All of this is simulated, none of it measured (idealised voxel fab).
The following process module bears the name voxel released beams.
We display cut, a cross-section 225 nm in width whose square cells are each 5 nm.
For the purposes of this document, a cross-section shall be understood as a grid of square cells, specified as bands listed in top-to-bottom order, each band consisting of one or more rows of cells.
Read a band's entry like this: the first values are the height of its top and the height of its bottom in nm, and what follows is the sequence of materials from left to right, each with its width in nm. Note that "blank" is empty space, and that a single material marked "all across" reaches across the band from edge to edge.
For the purposes of this specification, 0 denotes the height below which the wafer in its as-received condition is composed wholly of one material, and the lowermost band, lacking a lower limit, extends downward without end, as expressed in "0 -> down".
So if you see something like "30 to 40" for the width, read it as the top row of the band sitting at the first number and the bottom row at the second, with every row in between moving by the same amount as the last.
The designation "remains unaltered", where it is given for a processing step, indicates that no cell of the cross-section was altered in the course of that step.
Any empty space of 8 cells or more lacking an open way to the top shows up in "Closed empty spaces" as width x height at distance, distance from the left edge, in nm.
Post-settings text on a step line: simulator's own remark regarding the step.
overlay nm: for a step with a mask, the amount by which the mask lay right of where it was planned; a negative amount means left of it.
Reading key. Pairs: pre-step and post-step cross-section, one process step apart; post-step view only to lowest changed band. Step between + settings: beneath pair. Runs: pairs may be from different runs of this module, same starting wafer. Continuation from pair above: only where "Geometry before processing" entry says.
-- Geometry before processing
* 0 -> down  Si all across
* Closed empty spaces: none
-- Result of Step
* 10 -> 0  Al2O3 all across
* No changes below 0.
* Closed empty spaces: none
The step carried out between the cross-section before it and the cross-section after it, both shown above, is CONFORMAL_DEP,material Al2O3,thk nm 10
Geometry before processing: as in the pair right above, post-step view.
-- Result of Step
* 30 -> 10  SiO2 all across
* No changes below 10.
* Closed empty spaces: none
The step carried out between the cross-section before it and the cross-section after it, both shown above, is DIRECTIONAL_DEP,material SiO2,thk nm 20
Geometry before processing: as in the pair right above, post-step view.
-- Result of Step
* 45 -> 30  aC all across
* No changes below 30.
* Closed empty spaces: none
The step carried out between the cross-section before it and the cross-section after it, both shown above, is DIRECTIONAL_DEP,material aC,thk nm 15
Geometry before processing: as in the pair right above, post-step view.
-- Result of Step
* 80 -> 45  resist=55, blank=45, resist=125
* No changes below 45.
* Closed empty spaces: none
The step carried out between the cross-section before it and the cross-section after it, both shown above, is PATTERN,tone open,mask id ANCHOR,material resist,width nm 45,thk nm 35,overlay nm 0
Geometry before processing: as in the pair right above, post-step view.
-- Result of Step
* 65 -> 45  resist=55, blank=45, resist=125
* 45 -> 30  aC=55, blank=45, aC=125
* No changes below 30.
* Closed empty spaces: none
The step carried out between the cross-section before it and the cross-section after it, both shown above, is DIRECTIONAL_ETCH,etch materials aC,depth nm 15
Geometry before processing: as in the pair right above, post-step view.
-- Result of Step
* 45 -> 30  aC=55, blank=45, aC=125
* No changes below 30.
* Closed empty spaces: none
The step carried out between the cross-section before it and the cross-section after it, both shown above, is STRIP,etch materials resist
Geometry before processing: as in the pair right above, post-step view.
-- Result of Step
* 45 -> 30  aC=55, blank=45, aC=125
* 30 -> 10  SiO2=55, blank=45, SiO2=125
* No changes below 10.
* Closed empty spaces: none
The step carried out between the cross-section before it and the cross-section after it, both shown above, is DIRECTIONAL_ETCH,etch materials SiO2,depth nm 20
Geometry before processing: as in the pair right above, post-step view.
-- Result of Step
* 30 -> 10  SiO2=55, blank=45, SiO2=125
* No changes below 10.
* Closed empty spaces: none
The step carried out between the cross-section before it and the cross-section after it, both shown above, is STRIP,etch materials aC
Geometry before processing: as in the pair right above, post-step view.
-- Result of Step
* 45 -> 30  polySi=70, blank=15, polySi=140
* 30 -> 25  SiO2=55, polySi=15, blank=15, polySi=15, SiO2=125
* 25 -> 10  SiO2=55, polySi=45, SiO2=125
* No changes below 10.
* Closed empty spaces: none
The step carried out between the cross-section before it and the cross-section after it, both shown above, is CONFORMAL_DEP,material polySi,thk nm 15
Geometry before processing: as in the pair right above, post-step view.
-- Result of Step
* 65 -> 45  blank=50, resist=120, blank=55
* 45 -> 30  polySi=70, resist=15, polySi=140
* 30 -> 25  SiO2=55, polySi=15, resist=15, polySi=15, SiO2=125
* No changes below 25.
* Closed empty spaces: none
The step carried out between the cross-section before it and the cross-section after it, both shown above, is PATTERN,tone cover,mask id BEAM,material resist,width nm 120,thk nm 20,overlay nm 0
Geometry before processing: as in the pair right above, post-step view.
-- Result of Step
* 65 -> 45  blank=50, resist=120, blank=55
* 45 -> 30  blank=50, polySi=20, resist=15, polySi=85, blank=55
* No changes below 30.
* Closed empty spaces: none
The step carried out between the cross-section before it and the cross-section after it, both shown above, is DIRECTIONAL_ETCH,etch materials polySi,depth nm 15
Geometry before processing: as in the pair right above, post-step view.
-- Result of Step
* 45 -> 30  blank=50, polySi=20, blank=15, polySi=85, blank=55
* 30 -> 25  SiO2=55, polySi=15, blank=15, polySi=15, SiO2=125
* No changes below 25.
* Closed empty spaces: none
The step carried out between the cross-section before it and the cross-section after it, both shown above, is STRIP,etch materials resist
Geometry before processing: as in the pair right above, post-step view.
-- Result of Step
* 45 -> 30  blank=50, polySi=20, blank=15, polySi=85, blank=55
* 30 -> 25  blank=55, polySi=15, blank=15, polySi=15, blank=125
* 25 -> 10  blank=55, polySi=45, blank=125
* No changes below 10.
* Closed empty spaces: none
The step carried out between the cross-section before it and the cross-section after it, both shown above, is STRIP,etch materials SiO2
-- Geometry before processing
* 0 -> down  Si all across
* Closed empty spaces: none
-- Result of Step
* 20 -> 0  SiO2 all across
* No changes below 0.
* Closed empty spaces: none
The step carried out between the cross-section before it and the cross-section after it, both shown above, is DIRECTIONAL_DEP,material SiO2,thk nm 20
Geometry before processing: as in the pair right above, post-step view.
-- Result of Step
* 35 -> 20  aC all across
* No changes below 20.
* Closed empty spaces: none
The step carried out between the cross-section before it and the cross-section after it, both shown above, is DIRECTIONAL_DEP,material aC,thk nm 15
Geometry before processing: as in the pair right above, post-step view.
-- Result of Step
* 70 -> 35  resist=55, blank=45, resist=125
* No changes below 35.
* Closed empty spaces: none
The step carried out between the cross-section before it and the cross-section after it, both shown above, is PATTERN,tone open,mask id ANCHOR,material resist,width nm 45,thk nm 35,overlay nm 0
Geometry before processing: as in the pair right above, post-step view.
-- Result of Step
* 55 -> 35  resist=55, blank=45, resist=125
* 35 -> 20  aC=55, blank=45, aC=125
* No changes below 20.
* Closed empty spaces: none
The step carried out between the cross-section before it and the cross-section after it, both shown above, is DIRECTIONAL_ETCH,etch materials aC,depth nm 15
Geometry before processing: as in the pair right above, post-step view.
-- Result of Step
* 35 -> 20  aC=55, blank=45, aC=125
* No changes below 20.
* Closed empty spaces: none
The step carried out between the cross-section before it and the cross-section after it, both shown above, is STRIP,etch materials resist
Geometry before processing: as in the pair right above, post-step view.
-- Result of Step
* 35 -> 20  aC=55, blank=45, aC=125
* 20 -> 0  SiO2=55, blank=45, SiO2=125
* No changes below 0.
* Closed empty spaces: none
The step carried out between the cross-section before it and the cross-section after it, both shown above, is DIRECTIONAL_ETCH,etch materials SiO2,depth nm 20
Geometry before processing: as in the pair right above, post-step view.
-- Result of Step
* 20 -> 0  SiO2=55, blank=45, SiO2=125
* No changes below 0.
* Closed empty spaces: none
The step carried out between the cross-section before it and the cross-section after it, both shown above, is STRIP,etch materials aC
Geometry before processing: as in the pair right above, post-step view.
-- Result of Step
* 35 -> 20  polySi=70, blank=15, polySi=140
* 20 -> 15  SiO2=55, polySi=15, blank=15, polySi=15, SiO2=125
* 15 -> 0  SiO2=55, polySi=45, SiO2=125
* No changes below 0.
* Closed empty spaces: none
The step carried out between the cross-section before it and the cross-section after it, both shown above, is CONFORMAL_DEP,material polySi,thk nm 15
Geometry before processing: as in the pair right above, post-step view.
-- Result of Step
* 55 -> 35  blank=50, resist=120, blank=55
* 35 -> 20  polySi=70, resist=15, polySi=140
* 20 -> 15  SiO2=55, polySi=15, resist=15, polySi=15, SiO2=125
* No changes below 15.
* Closed empty spaces: none
The step carried out between the cross-section before it and the cross-section after it, both shown above, is PATTERN,tone cover,mask id BEAM,material resist,width nm 120,thk nm 20,overlay nm 0
Geometry before processing: as in the pair right above, post-step view.
-- Result of Step
* 55 -> 35  blank=50, resist=120, blank=55
* 35 -> 20  blank=50, polySi=20, resist=15, polySi=85, blank=55
* No changes below 20.
* Closed empty spaces: none
The step carried out between the cross-section before it and the cross-section after it, both shown above, is DIRECTIONAL_ETCH,etch materials polySi,depth nm 15
Geometry before processing: as in the pair right above, post-step view.
-- Result of Step
* 35 -> 20  blank=50, polySi=20, blank=15, polySi=85, blank=55
* 20 -> 15  SiO2=55, polySi=15, blank=15, polySi=15, SiO2=125
* No changes below 15.
* Closed empty spaces: none
The step carried out between the cross-section before it and the cross-section after it, both shown above, is STRIP,etch materials resist
Geometry before processing: as in the pair right above, post-step view.
-- Result of Step
* 35 -> 20  blank=50, polySi=20, blank=15, polySi=85, blank=55
* 20 -> 15  blank=55, polySi=15, blank=15, polySi=15, blank=125
* 15 -> 0  blank=55, polySi=45, blank=125
* No changes below 0.
* Closed empty spaces: none
The step carried out between the cross-section before it and the cross-section after it, both shown above, is STRIP,etch materials SiO2
-- Geometry before processing
* 45 -> 30  polySi=70, blank=15, polySi=140
* 30 -> 25  SiO2=55, polySi=15, blank=15, polySi=15, SiO2=125
* 25 -> 10  SiO2=55, polySi=45, SiO2=125
* 10 -> 0  Al2O3 all across
* 0 -> down  Si all across
* Closed empty spaces: none
-- Result of Step
* 60 -> 30  polySi all across
* 30 -> 10  SiO2=55, polySi=45, SiO2=125
* No changes below 10.
* Closed empty spaces: none
The step carried out between the cross-section before it and the cross-section after it, both shown above, is CONFORMAL_DEP,material polySi,thk nm 15
Geometry before processing: as in the pair right above, post-step view.
-- Result of Step
* 80 -> 60  blank=50, resist=120, blank=55
* No changes below 60.
* Closed empty spaces: none
The step carried out between the cross-section before it and the cross-section after it, both shown above, is PATTERN,tone cover,mask id BEAM,material resist,width nm 120,thk nm 20,overlay nm 0
Geometry before processing: as in the pair right above, post-step view.
-- Result of Step
* 80 -> 60  blank=50, resist=120, blank=55
* 60 -> 45  blank=50, polySi=120, blank=55
* No changes below 45.
* Closed empty spaces: none
The step carried out between the cross-section before it and the cross-section after it, both shown above, is DIRECTIONAL_ETCH,etch materials polySi,depth nm 15
Geometry before processing: as in the pair right above, post-step view.
-- Result of Step
* 60 -> 45  blank=50, polySi=120, blank=55
* No changes below 45.
* Closed empty spaces: none
The step carried out between the cross-section before it and the cross-section after it, both shown above, is STRIP,etch materials resist
-- Geometry before processing
* 20 -> 0  SiO2 all across
* 0 -> down  Si all across
* Closed empty spaces: none
-- Result of Step
* 30 -> 20  Al2O3 all across
* No changes below 20.
* Closed empty spaces: none
The step carried out between the cross-section before it and the cross-section after it, both shown above, is CONFORMAL_DEP,material Al2O3,thk nm 10
Geometry before processing: as in the pair right above, post-step view.
-- Result of Step
* 45 -> 30  aC all across
* No changes below 30.
* Closed empty spaces: none
The step carried out between the cross-section before it and the cross-section after it, both shown above, is DIRECTIONAL_DEP,material aC,thk nm 15
Geometry before processing: as in the pair right above, post-step view.
-- Result of Step
* 80 -> 45  resist=55, blank=45, resist=125
* No changes below 45.
* Closed empty spaces: none
The step carried out between the cross-section before it and the cross-section after it, both shown above, is PATTERN,tone open,mask id ANCHOR,material resist,width nm 45,thk nm 35,overlay nm 0
Geometry before processing: as in the pair right above, post-step view.
-- Result of Step
* 65 -> 45  resist=55, blank=45, resist=125
* 45 -> 30  aC=55, blank=45, aC=125
* No changes below 30.
* Closed empty spaces: none
The step carried out between the cross-section before it and the cross-section after it, both shown above, is DIRECTIONAL_ETCH,etch materials aC,depth nm 15
Geometry before processing: as in the pair right above, post-step view.
-- Result of Step
* 45 -> 30  aC=55, blank=45, aC=125
* No changes below 30.
* Closed empty spaces: none
The step carried out between the cross-section before it and the cross-section after it, both shown above, is STRIP,etch materials resist
Geometry before processing: as in the pair right above, post-step view.
-- Result of Step
* 30 -> 20  Al2O3 all across
* No changes below 20.
* Closed empty spaces: none
The step carried out between the cross-section before it and the cross-section after it, both shown above, is STRIP,etch materials aC
Geometry before processing: as in the pair right above, post-step view.
-- Result of Step
* 45 -> 30  polySi all across
* No changes below 30.
* Closed empty spaces: none
The step carried out between the cross-section before it and the cross-section after it, both shown above, is CONFORMAL_DEP,material polySi,thk nm 15
Geometry before processing: as in the pair right above, post-step view.
-- Result of Step
* 65 -> 45  blank=50, resist=120, blank=55
* No changes below 45.
* Closed empty spaces: none
The step carried out between the cross-section before it and the cross-section after it, both shown above, is PATTERN,tone cover,mask id BEAM,material resist,width nm 120,thk nm 20,overlay nm 0
Geometry before processing: as in the pair right above, post-step view.
-- Result of Step
* 65 -> 45  blank=50, resist=120, blank=55
* 45 -> 30  blank=50, polySi=120, blank=55
* No changes below 30.
* Closed empty spaces: none
The step carried out between the cross-section before it and the cross-section after it, both shown above, is DIRECTIONAL_ETCH,etch materials polySi,depth nm 15
Geometry before processing: as in the pair right above, post-step view.
-- Result of Step
* 45 -> 30  blank=50, polySi=120, blank=55
* No changes below 30.
* Closed empty spaces: none
The step carried out between the cross-section before it and the cross-section after it, both shown above, is STRIP,etch materials resist
-- Geometry before processing
* 10 -> 0  Al2O3 all across
* 0 -> down  Si all across
* Closed empty spaces: none
-- Result of Step
* 20 -> 10  SiO2 all across
* No changes below 10.
* Closed empty spaces: none
The step carried out between the cross-section before it and the cross-section after it, both shown above, is DIRECTIONAL_DEP,material SiO2,thk nm 10
Geometry before processing: as in the pair right above, post-step view.
-- Result of Step
* 35 -> 20  aC all across
* No changes below 20.
* Closed empty spaces: none
The step carried out between the cross-section before it and the cross-section after it, both shown above, is DIRECTIONAL_DEP,material aC,thk nm 15
Geometry before processing: as in the pair right above, post-step view.
-- Result of Step
* 70 -> 35  resist=55, blank=45, resist=125
* No changes below 35.
* Closed empty spaces: none
The step carried out between the cross-section before it and the cross-section after it, both shown above, is PATTERN,tone open,mask id ANCHOR,material resist,width nm 45,thk nm 35,overlay nm 0
Geometry before processing: as in the pair right above, post-step view.
-- Result of Step
* 55 -> 35  resist=55, blank=45, resist=125
* 35 -> 20  aC=55, blank=45, aC=125
* No changes below 20.
* Closed empty spaces: none
The step carried out between the cross-section before it and the cross-section after it, both shown above, is DIRECTIONAL_ETCH,etch materials aC,depth nm 15
Geometry before processing: as in the pair right above, post-step view.
-- Result of Step
* 35 -> 20  aC=55, blank=45, aC=125
* No changes below 20.
* Closed empty spaces: none
The step carried out between the cross-section before it and the cross-section after it, both shown above, is STRIP,etch materials resist
Geometry before processing: as in the pair right above, post-step view.
-- Result of Step
* 35 -> 20  aC=55, blank=45, aC=125
* 20 -> 10  SiO2=55, blank=45, SiO2=125
* No changes below 10.
* Closed empty spaces: none
The step carried out between the cross-section before it and the cross-section after it, both shown above, is DIRECTIONAL_ETCH,etch materials SiO2,depth nm 20
Geometry before processing: as in the pair right above, post-step view.
-- Result of Step
* 20 -> 10  SiO2=55, blank=45, SiO2=125
* No changes below 10.
* Closed empty spaces: none
The step carried out between the cross-section before it and the cross-section after it, both shown above, is STRIP,etch materials aC
Geometry before processing: as in the pair right above, post-step view.
-- Result of Step
* 35 -> 25  polySi=70, blank=15, polySi=140
* 25 -> 20  polySi all across
* 20 -> 10  SiO2=55, polySi=45, SiO2=125
* No changes below 10.
* Closed empty spaces: none
The step carried out between the cross-section before it and the cross-section after it, both shown above, is CONFORMAL_DEP,material polySi,thk nm 15
Geometry before processing: as in the pair right above, post-step view.
-- Result of Step
* 55 -> 35  blank=50, resist=120, blank=55
* 35 -> 25  polySi=70, resist=15, polySi=140
* No changes below 25.
* Closed empty spaces: none
The step carried out between the cross-section before it and the cross-section after it, both shown above, is PATTERN,tone cover,mask id BEAM,material resist,width nm 120,thk nm 20,overlay nm 0
Geometry before processing: as in the pair right above, post-step view.
-- Result of Step
* 55 -> 35  blank=50, resist=120, blank=55
* 35 -> 25  blank=50, polySi=20, resist=15, polySi=85, blank=55
* 25 -> 20  blank=50, polySi=120, blank=55
* No changes below 20.
* Closed empty spaces: none
The step carried out between the cross-section before it and the cross-section after it, both shown above, is DIRECTIONAL_ETCH,etch materials polySi,depth nm 15
Geometry before processing: as in the pair right above, post-step view.
-- Result of Step
* 35 -> 25  blank=50, polySi=20, blank=15, polySi=85, blank=55
* No changes below 25.
* Closed empty spaces: none
The step carried out between the cross-section before it and the cross-section after it, both shown above, is STRIP,etch materials resist
Geometry before processing: as in the pair right above, post-step view.
-- Result of Step
* 35 -> 25  blank=50, polySi=20, blank=15, polySi=85, blank=55
* 25 -> 20  blank=50, polySi=120, blank=55
* 20 -> 10  blank=55, polySi=45, blank=125
* No changes below 10.
* Closed empty spaces: none
The step carried out between the cross-section before it and the cross-section after it, both shown above, is STRIP,etch materials SiO2
-- Geometry before processing
* 45 -> 30  aC all across
* 30 -> 10  SiO2 all across
* 10 -> 0  Al2O3 all across
* 0 -> down  Si all across
* Closed empty spaces: none
-- Result of Step
* 80 -> 45  resist=60, blank=35, resist=130
* No changes below 45.
* Closed empty spaces: none
The step carried out between the cross-section before it and the cross-section after it, both shown above, is PATTERN,tone open,mask id ANCHOR,material resist,width nm 35,thk nm 35,overlay nm 0
Geometry before processing: as in the pair right above, post-step view.
-- Result of Step
* 65 -> 45  resist=60, blank=35, resist=130
* 45 -> 30  aC=60, blank=35, aC=130
* No changes below 30.
* Closed empty spaces: none
The step carried out between the cross-section before it and the cross-section after it, both shown above, is DIRECTIONAL_ETCH,etch materials aC,depth nm 15
Geometry before processing: as in the pair right above, post-step view.
-- Result of Step
* 45 -> 30  aC=60, blank=35, aC=130
* No changes below 30.
* Closed empty spaces: none
The step carried out between the cross-section before it and the cross-section after it, both shown above, is STRIP,etch materials resist
Geometry before processing: as in the pair right above, post-step view.
-- Result of Step
* 45 -> 30  aC=60, blank=35, aC=130
* 30 -> 10  SiO2=60, blank=35, SiO2=130
* No changes below 10.
* Closed empty spaces: none
The step carried out between the cross-section before it and the cross-section after it, both shown above, is DIRECTIONAL_ETCH,etch materials SiO2,depth nm 20
Geometry before processing: as in the pair right above, post-step view.
-- Result of Step
* 30 -> 10  SiO2=60, blank=35, SiO2=130
* No changes below 10.
* Closed empty spaces: none
The step carried out between the cross-section before it and the cross-section after it, both shown above, is STRIP,etch materials aC
Geometry before processing: as in the pair right above, post-step view.
-- Result of Step
* 45 -> 30  polySi=75, blank=5, polySi=145
* 30 -> 25  SiO2=60, polySi=15, blank=5, polySi=15, SiO2=130
* 25 -> 10  SiO2=60, polySi=35, SiO2=130
* No changes below 10.
* Closed empty spaces: none
The step carried out between the cross-section before it and the cross-section after it, both shown above, is CONFORMAL_DEP,material polySi,thk nm 15
Geometry before processing: as in the pair right above, post-step view.
-- Result of Step
* 65 -> 45  blank=50, resist=120, blank=55
* 45 -> 30  polySi=75, resist=5, polySi=145
* 30 -> 25  SiO2=60, polySi=15, resist=5, polySi=15, SiO2=130
* No changes below 25.
* Closed empty spaces: none
The step carried out between the cross-section before it and the cross-section after it, both shown above, is PATTERN,tone cover,mask id BEAM,material resist,width nm 120,thk nm 20,overlay nm 0
Geometry before processing: as in the pair right above, post-step view.
-- Result of Step
* 65 -> 45  blank=50, resist=120, blank=55
* 45 -> 30  blank=50, polySi=25, resist=5, polySi=90, blank=55
* No changes below 30.
* Closed empty spaces: none
The step carried out between the cross-section before it and the cross-section after it, both shown above, is DIRECTIONAL_ETCH,etch materials polySi,depth nm 15
Geometry before processing: as in the pair right above, post-step view.
-- Result of Step
* 45 -> 30  blank=50, polySi=25, blank=5, polySi=90, blank=55
* 30 -> 25  SiO2=60, polySi=15, blank=5, polySi=15, SiO2=130
* No changes below 25.
* Closed empty spaces: none
The step carried out between the cross-section before it and the cross-section after it, both shown above, is STRIP,etch materials resist
Geometry before processing: as in the pair right above, post-step view.
-- Result of Step
* 45 -> 30  blank=50, polySi=25, blank=5, polySi=90, blank=55
* 30 -> 25  blank=60, polySi=15, blank=5, polySi=15, blank=130
* 25 -> 10  blank=60, polySi=35, blank=130
* No changes below 10.
* Closed empty spaces: none
The step carried out between the cross-section before it and the cross-section after it, both shown above, is STRIP,etch materials SiO2
-- Geometry before processing
* 45 -> 30  aC all across
* 30 -> 10  SiO2 all across
* 10 -> 0  Al2O3 all across
* 0 -> down  Si all across
* Closed empty spaces: none
-- Result of Step
* 80 -> 45  resist=60, blank=45, resist=120
* No changes below 45.
* Closed empty spaces: none
The step carried out between the cross-section before it and the cross-section after it, both shown above, is PATTERN,tone open,mask id ANCHOR,material resist,width nm 45,thk nm 35,overlay nm 5
Geometry before processing: as in the pair right above, post-step view.
-- Result of Step
* 65 -> 45  resist=60, blank=45, resist=120
* 45 -> 30  aC=60, blank=45, aC=120
* No changes below 30.
* Closed empty spaces: none
The step carried out between the cross-section before it and the cross-section after it, both shown above, is DIRECTIONAL_ETCH,etch materials aC,depth nm 15
Geometry before processing: as in the pair right above, post-step view.
-- Result of Step
* 45 -> 30  aC=60, blank=45, aC=120
* No changes below 30.
* Closed empty spaces: none
The step carried out between the cross-section before it and the cross-section after it, both shown above, is STRIP,etch materials resist
Geometry before processing: as in the pair right above, post-step view.
-- Result of Step
* 45 -> 30  aC=60, blank=45, aC=120
* 30 -> 10  SiO2=60, blank=45, SiO2=120
* No changes below 10.
* Closed empty spaces: none
The step carried out between the cross-section before it and the cross-section after it, both shown above, is DIRECTIONAL_ETCH,etch materials SiO2,depth nm 20
Geometry before processing: as in the pair right above, post-step view.
-- Result of Step
* 30 -> 10  SiO2=60, blank=45, SiO2=120
* No changes below 10.
* Closed empty spaces: none
The step carried out between the cross-section before it and the cross-section after it, both shown above, is STRIP,etch materials aC
Geometry before processing: as in the pair right above, post-step view.
-- Result of Step
* 45 -> 30  polySi=75, blank=15, polySi=135
* 30 -> 25  SiO2=60, polySi=15, blank=15, polySi=15, SiO2=120
* 25 -> 10  SiO2=60, polySi=45, SiO2=120
* No changes below 10.
* Closed empty spaces: none
The step carried out between the cross-section before it and the cross-section after it, both shown above, is CONFORMAL_DEP,material polySi,thk nm 15
Geometry before processing: as in the pair right above, post-step view.
-- Result of Step
* 65 -> 45  blank=50, resist=120, blank=55
* 45 -> 30  polySi=75, resist=15, polySi=135
* 30 -> 25  SiO2=60, polySi=15, resist=15, polySi=15, SiO2=120
* No changes below 25.
* Closed empty spaces: none
The step carried out between the cross-section before it and the cross-section after it, both shown above, is PATTERN,tone cover,mask id BEAM,material resist,width nm 120,thk nm 20,overlay nm 0
Geometry before processing: as in the pair right above, post-step view.
-- Result of Step
* 65 -> 45  blank=50, resist=120, blank=55
* 45 -> 30  blank=50, polySi=25, resist=15, polySi=80, blank=55
* No changes below 30.
* Closed empty spaces: none
The step carried out between the cross-section before it and the cross-section after it, both shown above, is DIRECTIONAL_ETCH,etch materials polySi,depth nm 15
Geometry before processing: as in the pair right above, post-step view.
-- Result of Step
* 45 -> 30  blank=50, polySi=25, blank=15, polySi=80, blank=55
* 30 -> 25  SiO2=60, polySi=15, blank=15, polySi=15, SiO2=120
* No changes below 25.
* Closed empty spaces: none
The step carried out between the cross-section before it and the cross-section after it, both shown above, is STRIP,etch materials resist
Geometry before processing: as in the pair right above, post-step view.
-- Result of Step
* 45 -> 30  blank=50, polySi=25, blank=15, polySi=80, blank=55
* 30 -> 25  blank=60, polySi=15, blank=15, polySi=15, blank=120
* 25 -> 10  blank=60, polySi=45, blank=120
* No changes below 10.
* Closed empty spaces: none
The step carried out between the cross-section before it and the cross-section after it, both shown above, is STRIP,etch materials SiO2
-- Geometry before processing
* 10 -> 0  Al2O3 all across
* 0 -> down  Si all across
* Closed empty spaces: none
-- Result of Step
* 30 -> 10  polySi all across
* No changes below 10.
* Closed empty spaces: none
The step carried out between the cross-section before it and the cross-section after it, both shown above, is DIRECTIONAL_DEP,material polySi,thk nm 20
Geometry before processing: as in the pair right above, post-step view.
-- Result of Step
* 45 -> 30  aC all across
* No changes below 30.
* Closed empty spaces: none
The step carried out between the cross-section before it and the cross-section after it, both shown above, is DIRECTIONAL_DEP,material aC,thk nm 15
Geometry before processing: as in the pair right above, post-step view.
-- Result of Step
* 80 -> 45  resist=55, blank=45, resist=125
* No changes below 45.
* Closed empty spaces: none
The step carried out between the cross-section before it and the cross-section after it, both shown above, is PATTERN,tone open,mask id ANCHOR,material resist,width nm 45,thk nm 35,overlay nm 0
Geometry before processing: as in the pair right above, post-step view.
-- Result of Step
* 65 -> 45  resist=55, blank=45, resist=125
* 45 -> 30  aC=55, blank=45, aC=125
* No changes below 30.
* Closed empty spaces: none
The step carried out between the cross-section before it and the cross-section after it, both shown above, is DIRECTIONAL_ETCH,etch materials aC,depth nm 15
Geometry before processing: as in the pair right above, post-step view.
-- Result of Step
* 45 -> 30  aC=55, blank=45, aC=125
* No changes below 30.
* Closed empty spaces: none
The step carried out between the cross-section before it and the cross-section after it, both shown above, is STRIP,etch materials resist
Geometry before processing: as in the pair right above, post-step view.
-- Result of Step
* 30 -> 10  polySi all across
* No changes below 10.
* Closed empty spaces: none
The step carried out between the cross-section before it and the cross-section after it, both shown above, is STRIP,etch materials aC
Geometry before processing: as in the pair right above, post-step view.
-- Result of Step
* 45 -> 10  polySi all across
* No changes below 10.
* Closed empty spaces: none
The step carried out between the cross-section before it and the cross-section after it, both shown above, is CONFORMAL_DEP,material polySi,thk nm 15
Geometry before processing: as in the pair right above, post-step view.
-- Result of Step
* 65 -> 45  blank=50, resist=120, blank=55
* No changes below 45.
* Closed empty spaces: none
The step carried out between the cross-section before it and the cross-section after it, both shown above, is PATTERN,tone cover,mask id BEAM,material resist,width nm 120,thk nm 20,overlay nm 0
Geometry before processing: as in the pair right above, post-step view.
-- Result of Step
* 65 -> 45  blank=50, resist=120, blank=55
* 45 -> 30  blank=50, polySi=120, blank=55
* No changes below 30.
* Closed empty spaces: none
The step carried out between the cross-section before it and the cross-section after it, both shown above, is DIRECTIONAL_ETCH,etch materials polySi,depth nm 15
Geometry before processing: as in the pair right above, post-step view.
-- Result of Step
* 45 -> 30  blank=50, polySi=120, blank=55
* No changes below 30.
* Closed empty spaces: none
The step carried out between the cross-section before it and the cross-section after it, both shown above, is STRIP,etch materials resist
-- Geometry before processing
* 45 -> 30  aC all across
* 30 -> 10  SiO2 all across
* 10 -> 0  Al2O3 all across
* 0 -> down  Si all across
* Closed empty spaces: none
-- Result of Step
* 80 -> 45  blank=55, resist=45, blank=125
* No changes below 45.
* Closed empty spaces: none
The step carried out between the cross-section before it and the cross-section after it, both shown above, is PATTERN,tone cover,mask id ANCHOR,material resist,width nm 45,thk nm 35,overlay nm 0
Geometry before processing: as in the pair right above, post-step view.
-- Result of Step
* 65 -> 45  blank=55, resist=45, blank=125
* 45 -> 30  blank=55, aC=45, blank=125
* No changes below 30.
* Closed empty spaces: none
The step carried out between the cross-section before it and the cross-section after it, both shown above, is DIRECTIONAL_ETCH,etch materials aC,depth nm 15
Geometry before processing: as in the pair right above, post-step view.
-- Result of Step
* 45 -> 30  blank=55, aC=45, blank=125
* No changes below 30.
* Closed empty spaces: none
The step carried out between the cross-section before it and the cross-section after it, both shown above, is STRIP,etch materials resist
Geometry before processing: as in the pair right above, post-step view.
-- Result of Step
* 45 -> 30  blank=55, aC=45, blank=125
* 30 -> 10  blank=55, SiO2=45, blank=125
* No changes below 10.
* Closed empty spaces: none
The step carried out between the cross-section before it and the cross-section after it, both shown above, is DIRECTIONAL_ETCH,etch materials SiO2,depth nm 20
Geometry before processing: as in the pair right above, post-step view.
-- Result of Step
* 30 -> 10  blank=55, SiO2=45, blank=125
* No changes below 10.
* Closed empty spaces: none
The step carried out between the cross-section before it and the cross-section after it, both shown above, is STRIP,etch materials aC
Geometry before processing: as in the pair right above, post-step view.
-- Result of Step
* 45 -> 30  blank=40, polySi=75, blank=110
* 30 -> 25  blank=40, polySi=15, SiO2=45, polySi=15, blank=110
* 25 -> 10  polySi=55, SiO2=45, polySi=125
* No changes below 10.
* Closed empty spaces: none
The step carried out between the cross-section before it and the cross-section after it, both shown above, is CONFORMAL_DEP,material polySi,thk nm 15
Geometry before processing: as in the pair right above, post-step view.
-- Result of Step
* 65 -> 45  blank=50, resist=120, blank=55
* 45 -> 30  blank=40, polySi=75, resist=55, blank=55
* 30 -> 25  blank=40, polySi=15, SiO2=45, polySi=15, resist=55, blank=55
* No changes below 25.
* Closed empty spaces: none
The step carried out between the cross-section before it and the cross-section after it, both shown above, is PATTERN,tone cover,mask id BEAM,material resist,width nm 120,thk nm 20,overlay nm 0
Geometry before processing: as in the pair right above, post-step view.
-- Result of Step
* 65 -> 45  blank=50, resist=120, blank=55
* 45 -> 30  blank=50, polySi=65, resist=55, blank=55
* 30 -> 25  blank=40, polySi=15, SiO2=45, polySi=15, resist=55, blank=55
* 25 -> 10  blank=40, polySi=15, SiO2=45, polySi=70, blank=55
* No changes below 10.
* Closed empty spaces: none
The step carried out between the cross-section before it and the cross-section after it, both shown above, is DIRECTIONAL_ETCH,etch materials polySi,depth nm 15
Geometry before processing: as in the pair right above, post-step view.
-- Result of Step
* 45 -> 30  blank=50, polySi=65, blank=110
* 30 -> 25  blank=40, polySi=15, SiO2=45, polySi=15, blank=110
* No changes below 25.
* Closed empty spaces: none
The step carried out between the cross-section before it and the cross-section after it, both shown above, is STRIP,etch materials resist
